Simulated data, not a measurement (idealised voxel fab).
The following process module bears the name voxel capacitor over wiring.
The cross-section on display is named cut; it measures 165 nm wide, and its cells are 5 nm squares.
Bands, listed from the top down, are how a cross-section gets written in this document; the cross-section itself is a grid of square cells, and a band is one or more rows of them.
Within each band entry, the heights of the top and of the bottom of the band appear first, in that order and in nm; the materials of the band then follow from left to right, each with its corresponding width in nm. The designation "everywhere" on a single material indicates that it fills the band from edge to edge; the designation "empty" indicates empty space.
The reference from which all heights are counted is 0, the level beneath which the as-received wafer is entirely one material; the lowest band, having no lower bound, proceeds downward and is written after the example "0 nm and below".
Note: "30..40" means the width goes from the first number (top row of the band) to the second number (bottom row) in equal steps per row of cells.
Any step labelled "stayed the same" changed none of the cells in the cross-section.
For the entry "Closed empty spaces", the listed items are empty spaces with no open way to the top whose size is 8 cells or more; each item follows the pattern width x height at distance, where distance is from the left edge and all three are in nm.
Heads up: the bit after the settings on a step's line is the simulator's remark on that step.
The optional step-line setting "overlay nm" applies to steps with a mask and quantifies how far to the right of its planned location the mask lay, a negative value indicating leftward placement.
**List of planned process steps**
- 1: op RECEIVE | material Si
- 2: op CONFORMAL_DEP | material SiO2 | thk nm 15
- 3: op CONFORMAL_DEP | material SiN | thk nm 5
- 4: op DIRECTIONAL_DEP | material lowk | thk nm 20
- 5: op PATTERN | tone open | mask id METAL_1 | material resist | width nm 25 | pitch nm 90 | thk nm 15 | overlay nm 0
- 6: op DIRECTIONAL_ETCH | etch materials lowk | depth nm 20
- 7: op DIRECTIONAL_ETCH | etch materials SiN | depth nm 5
- 8: op STRIP | etch materials resist
- 9: op CONFORMAL_DEP | material TiN | thk nm 5
- 10: op FILL_DEP | material W | thk nm 10
- 11: op CMP | height nm 40
- 12: op CONFORMAL_DEP | material SiCN | thk nm 5
- 13: op DIRECTIONAL_DEP | material SiO2 | thk nm 15
- 14: op MASKED_ETCH | tone open | mask id PLUG_1 | width nm 15 | etch materials SiO2 | depth nm 15 | overlay nm 0
- 15: op MASKED_ETCH | tone open | mask id PLUG_1 | width nm 15 | etch materials SiCN | depth nm 5 | overlay nm 0
- 16: op EPI | material Ru | thk nm 10
- 17: op EPI | material Ru | thk nm 10
- 18: op DIRECTIONAL_DEP | material TiN | thk nm 10
- 19: op DIRECTIONAL_DEP | material SiN | thk nm 5
- 20: op DIRECTIONAL_DEP | material TiN | thk nm 10
- 21: op PATTERN | tone cover | mask id UPPER_PLATE | material resist | width nm 70 | thk nm 20 | overlay nm 0
- 22: op DIRECTIONAL_ETCH | etch materials TiN | depth nm 10
- 23: op DIRECTIONAL_ETCH | etch materials SiN | depth nm 5
- 24: op STRIP | etch materials resist
- 25: op MASKED_ETCH | tone cover | mask id LOWER_PLATE | width nm 80 | etch materials TiN | depth nm 10 | overlay nm 0
- 26: op FILL_DEP | material SiO2 | thk nm 20
- 27: op CMP | height nm 100
- 28: op DIRECTIONAL_DEP | material aC | thk nm 15
- 29: op PATTERN | tone open | mask id PLUG_2 | material resist | width nm 15 | thk nm 35 | overlay nm 0
- 30: op DIRECTIONAL_ETCH | etch materials aC | depth nm 15
- 31: op STRIP | etch materials resist
- 32: op DIRECTIONAL_ETCH | etch materials SiO2 | depth nm 15
- 33: op STRIP | etch materials aC
- 34: op CONFORMAL_DEP | material TiN | thk nm 5
- 35: op FILL_DEP | material Ru | thk nm 10
- 36: op CMP | height nm 100
- 37: op CONFORMAL_DEP | material SiCN | thk nm 5
**The first of the two wafers, which ran as planned**
**Received-state cross-section, reflecting completion of step 1**
  0 nm and below: Si everywhere
  Closed empty spaces: none
**The wafer in cross-section once step 2 is complete**
  15 nm to 0 nm: SiO2 everywhere
  For the remainder of the cross-section, below 0, there is no change.
**The wafer in cross-section once step 3 is complete**
  20 nm to 15 nm: SiN everywhere
  For the remainder of the cross-section, below 15, there is no change.
**The wafer in cross-section once step 4 is complete**
  40 nm to 20 nm: lowk everywhere
  For the remainder of the cross-section, below 20, there is no change.
**The wafer in cross-section once step 5 is complete**
  55 nm to 40 nm: resist: 25; empty: 25; resist: 65; empty: 25; resist: 25
  For the remainder of the cross-section, below 40, there is no change.
**The wafer in cross-section once step 6 is complete**
  55 nm to 40 nm: resist: 25; empty: 25; resist: 65; empty: 25; resist: 25
  40 nm to 20 nm: lowk: 25; empty: 25; lowk: 65; empty: 25; lowk: 25
  For the remainder of the cross-section, below 20, there is no change.
**The wafer in cross-section once step 7 is complete**
  55 nm to 40 nm: resist: 25; empty: 25; resist: 65; empty: 25; resist: 25
  40 nm to 20 nm: lowk: 25; empty: 25; lowk: 65; empty: 25; lowk: 25
  20 nm to 15 nm: SiN: 25; empty: 25; SiN: 65; empty: 25; SiN: 25
  For the remainder of the cross-section, below 15, there is no change.
**The wafer in cross-section once step 8 is complete**
  40 nm to 20 nm: lowk: 25; empty: 25; lowk: 65; empty: 25; lowk: 25
  For the remainder of the cross-section, below 20, there is no change.
**The wafer in cross-section once step 9 is complete**
  45 nm to 40 nm: TiN: 30; empty: 15; TiN: 75; empty: 15; TiN: 30
  40 nm to 20 nm: lowk: 25; TiN: 5; empty: 15; TiN: 5; lowk: 65; TiN: 5; empty: 15; TiN: 5; lowk: 25
  20 nm to 15 nm: SiN: 25; TiN: 25; SiN: 65; TiN: 25; SiN: 25
  For the remainder of the cross-section, below 15, there is no change.
**The wafer in cross-section once step 10 is complete**
  55 nm to 45 nm: W everywhere
  45 nm to 40 nm: TiN: 30; W: 15; TiN: 75; W: 15; TiN: 30
  40 nm to 20 nm: lowk: 25; TiN: 5; W: 15; TiN: 5; lowk: 65; TiN: 5; W: 15; TiN: 5; lowk: 25
  For the remainder of the cross-section, below 20, there is no change.
**The wafer in cross-section once step 11 is complete**
  40 nm to 20 nm: lowk: 25; TiN: 5; W: 15; TiN: 5; lowk: 65; TiN: 5; W: 15; TiN: 5; lowk: 25
  For the remainder of the cross-section, below 20, there is no change.
**The wafer in cross-section once step 12 is complete**
  45 nm to 40 nm: SiCN everywhere
  For the remainder of the cross-section, below 40, there is no change.
**The wafer in cross-section once step 13 is complete**
  60 nm to 45 nm: SiO2 everywhere
  For the remainder of the cross-section, below 45, there is no change.
**The wafer in cross-section once step 14 is complete**
  60 nm to 45 nm: SiO2: 35; empty: 15; SiO2: 115
  For the remainder of the cross-section, below 45, there is no change.
**The wafer in cross-section once step 15 is complete**
  60 nm to 45 nm: SiO2: 35; empty: 15; SiO2: 115
  45 nm to 40 nm: SiCN: 35; empty: 15; SiCN: 115
  For the remainder of the cross-section, below 40, there is no change.
**The wafer in cross-section once step 16 is complete**
  60 nm to 50 nm: SiO2: 35; empty: 15; SiO2: 115
  50 nm to 45 nm: SiO2: 35; Ru: 15; SiO2: 115
  45 nm to 40 nm: SiCN: 35; Ru: 15; SiCN: 115
  For the remainder of the cross-section, below 40, there is no change.
**The wafer in cross-section once step 17 is complete**
  60 nm to 45 nm: SiO2: 35; Ru: 15; SiO2: 115
  For the remainder of the cross-section, below 45, there is no change.
**The wafer in cross-section once step 18 is complete**
  70 nm to 60 nm: TiN everywhere
  For the remainder of the cross-section, below 60, there is no change.
**The wafer in cross-section once step 19 is complete**
  75 nm to 70 nm: SiN everywhere
  For the remainder of the cross-section, below 70, there is no change.
**The wafer in cross-section once step 20 is complete**
  85 nm to 75 nm: TiN everywhere
  For the remainder of the cross-section, below 75, there is no change.
**The wafer in cross-section once step 21 is complete**
  105 nm to 85 nm: empty: 35; resist: 70; empty: 60
  For the remainder of the cross-section, below 85, there is no change.
**The wafer in cross-section once step 22 is complete**
  105 nm to 85 nm: empty: 35; resist: 70; empty: 60
  85 nm to 75 nm: empty: 35; TiN: 70; empty: 60
  For the remainder of the cross-section, below 75, there is no change.
**The wafer in cross-section once step 23 is complete**
  105 nm to 85 nm: empty: 35; resist: 70; empty: 60
  85 nm to 75 nm: empty: 35; TiN: 70; empty: 60
  75 nm to 70 nm: empty: 35; SiN: 70; empty: 60
  For the remainder of the cross-section, below 70, there is no change.
**The wafer in cross-section once step 24 is complete**
  85 nm to 75 nm: empty: 35; TiN: 70; empty: 60
  For the remainder of the cross-section, below 75, there is no change.
**The wafer in cross-section once step 25 is complete**
  85 nm to 75 nm: empty: 35; TiN: 70; empty: 60
  75 nm to 70 nm: empty: 35; SiN: 70; empty: 60
  70 nm to 60 nm: empty: 30; TiN: 80; empty: 55
  For the remainder of the cross-section, below 60, there is no change.
**The wafer in cross-section once step 26 is complete**
  105 nm to 85 nm: SiO2 everywhere
  85 nm to 75 nm: SiO2: 35; TiN: 70; SiO2: 60
  75 nm to 70 nm: SiO2: 35; SiN: 70; SiO2: 60
  70 nm to 60 nm: SiO2: 30; TiN: 80; SiO2: 55
  For the remainder of the cross-section, below 60, there is no change.
**The wafer in cross-section once step 27 is complete**
  100 nm to 85 nm: SiO2 everywhere
  For the remainder of the cross-section, below 85, there is no change.
**The wafer in cross-section once step 28 is complete**
  115 nm to 100 nm: aC everywhere
  For the remainder of the cross-section, below 100, there is no change.
**The wafer in cross-section once step 29 is complete**
  150 nm to 115 nm: resist: 45; empty: 15; resist: 105
  For the remainder of the cross-section, below 115, there is no change.
**The wafer in cross-section once step 30 is complete**
  135 nm to 115 nm: resist: 45; empty: 15; resist: 105
  115 nm to 100 nm: aC: 45; empty: 15; aC: 105
  For the remainder of the cross-section, below 100, there is no change.
**The wafer in cross-section once step 31 is complete**
  115 nm to 100 nm: aC: 45; empty: 15; aC: 105
  For the remainder of the cross-section, below 100, there is no change.
**The wafer in cross-section once step 32 is complete**
  115 nm to 100 nm: aC: 45; empty: 15; aC: 105
  100 nm to 85 nm: SiO2: 45; empty: 15; SiO2: 105
  For the remainder of the cross-section, below 85, there is no change.
**The wafer in cross-section once step 33 is complete**
  100 nm to 85 nm: SiO2: 45; empty: 15; SiO2: 105
  For the remainder of the cross-section, below 85, there is no change.
**The wafer in cross-section once step 34 is complete**
  105 nm to 100 nm: TiN: 50; empty: 5; TiN: 110
  100 nm to 90 nm: SiO2: 45; TiN: 5; empty: 5; TiN: 5; SiO2: 105
  90 nm to 85 nm: SiO2: 45; TiN: 15; SiO2: 105
  For the remainder of the cross-section, below 85, there is no change.
**The wafer in cross-section once step 35 is complete**
  115 nm to 105 nm: Ru everywhere
  105 nm to 100 nm: TiN: 50; Ru: 5; TiN: 110
  100 nm to 90 nm: SiO2: 45; TiN: 5; Ru: 5; TiN: 5; SiO2: 105
  For the remainder of the cross-section, below 90, there is no change.
**The wafer in cross-section once step 36 is complete**
  100 nm to 90 nm: SiO2: 45; TiN: 5; Ru: 5; TiN: 5; SiO2: 105
  For the remainder of the cross-section, below 90, there is no change.
**The wafer in cross-section once step 37 is complete**
  105 nm to 100 nm: SiCN everywhere
  For the remainder of the cross-section, below 100, there is no change.
**second wafer: like start, like plan, one mistake. Through step 17 it matches the first wafer**
**Second wafer shown in cross-section at the time step 18 was slated to end**
  65 nm to 60 nm: SiN everywhere
  For the remainder of the cross-section, below 60, there is no change.
**Second wafer shown in cross-section at the time step 19 was slated to end**
  75 nm to 65 nm: TiN everywhere
  For the remainder of the cross-section, below 65, there is no change.
**Second wafer shown in cross-section at the time step 20 was slated to end**
  85 nm to 65 nm: TiN everywhere
  For the remainder of the cross-section, below 65, there is no change.
**Second wafer shown in cross-section at the time step 21 was slated to end**
  105 nm to 85 nm: empty: 35; resist: 70; empty: 60
  For the remainder of the cross-section, below 85, there is no change.
**Second wafer shown in cross-section at the time step 22 was slated to end**
  105 nm to 85 nm: empty: 35; resist: 70; empty: 60
  85 nm to 75 nm: empty: 35; TiN: 70; empty: 60
  For the remainder of the cross-section, below 75, there is no change.
Second wafer shown in cross-section at the time step 23 was slated to end: stayed the same
**Second wafer shown in cross-section at the time step 24 was slated to end**
  85 nm to 75 nm: empty: 35; TiN: 70; empty: 60
  For the remainder of the cross-section, below 75, there is no change.
**Second wafer shown in cross-section at the time step 25 was slated to end**
  85 nm to 75 nm: empty: 35; TiN: 70; empty: 60
  75 nm to 65 nm: empty: 30; TiN: 80; empty: 55
  For the remainder of the cross-section, below 65, there is no change.
**Second wafer shown in cross-section at the time step 26 was slated to end**
  105 nm to 85 nm: SiO2 everywhere
  85 nm to 75 nm: SiO2: 35; TiN: 70; SiO2: 60
  75 nm to 65 nm: SiO2: 30; TiN: 80; SiO2: 55
  For the remainder of the cross-section, below 65, there is no change.
**Second wafer shown in cross-section at the time step 27 was slated to end**
  100 nm to 85 nm: SiO2 everywhere
  For the remainder of the cross-section, below 85, there is no change.
**Second wafer shown in cross-section at the time step 28 was slated to end**
  115 nm to 100 nm: aC everywhere
  For the remainder of the cross-section, below 100, there is no change.
**Second wafer shown in cross-section at the time step 29 was slated to end**
  150 nm to 115 nm: resist: 45; empty: 15; resist: 105
  For the remainder of the cross-section, below 115, there is no change.
**Second wafer shown in cross-section at the time step 30 was slated to end**
  135 nm to 115 nm: resist: 45; empty: 15; resist: 105
  115 nm to 100 nm: aC: 45; empty: 15; aC: 105
  For the remainder of the cross-section, below 100, there is no change.
**Second wafer shown in cross-section at the time step 31 was slated to end**
  115 nm to 100 nm: aC: 45; empty: 15; aC: 105
  For the remainder of the cross-section, below 100, there is no change.
**Second wafer shown in cross-section at the time step 32 was slated to end**
  115 nm to 100 nm: aC: 45; empty: 15; aC: 105
  100 nm to 85 nm: SiO2: 45; empty: 15; SiO2: 105
  For the remainder of the cross-section, below 85, there is no change.
**Second wafer shown in cross-section at the time step 33 was slated to end**
  100 nm to 85 nm: SiO2: 45; empty: 15; SiO2: 105
  For the remainder of the cross-section, below 85, there is no change.
**Second wafer shown in cross-section at the time step 34 was slated to end**
  105 nm to 100 nm: TiN: 50; empty: 5; TiN: 110
  100 nm to 90 nm: SiO2: 45; TiN: 5; empty: 5; TiN: 5; SiO2: 105
  90 nm to 85 nm: SiO2: 45; TiN: 15; SiO2: 105
  For the remainder of the cross-section, below 85, there is no change.
**Second wafer shown in cross-section at the time step 35 was slated to end**
  115 nm to 105 nm: Ru everywhere
  105 nm to 100 nm: TiN: 50; Ru: 5; TiN: 110
  100 nm to 90 nm: SiO2: 45; TiN: 5; Ru: 5; TiN: 5; SiO2: 105
  For the remainder of the cross-section, below 90, there is no change.
**Second wafer shown in cross-section at the time step 36 was slated to end**
  100 nm to 90 nm: SiO2: 45; TiN: 5; Ru: 5; TiN: 5; SiO2: 105
  For the remainder of the cross-section, below 90, there is no change.
**Second wafer shown in cross-section at the time step 37 was slated to end**
  105 nm to 100 nm: SiCN everywhere
  For the remainder of the cross-section, below 100, there is no change.
Nonconformance to the process plan: steps 18 and 19 traded places in the executed sequence
Count the cells at the end and the second wafer has more or fewer of some materials than the first: 19 more of SiN; 19 fewer of SiO2
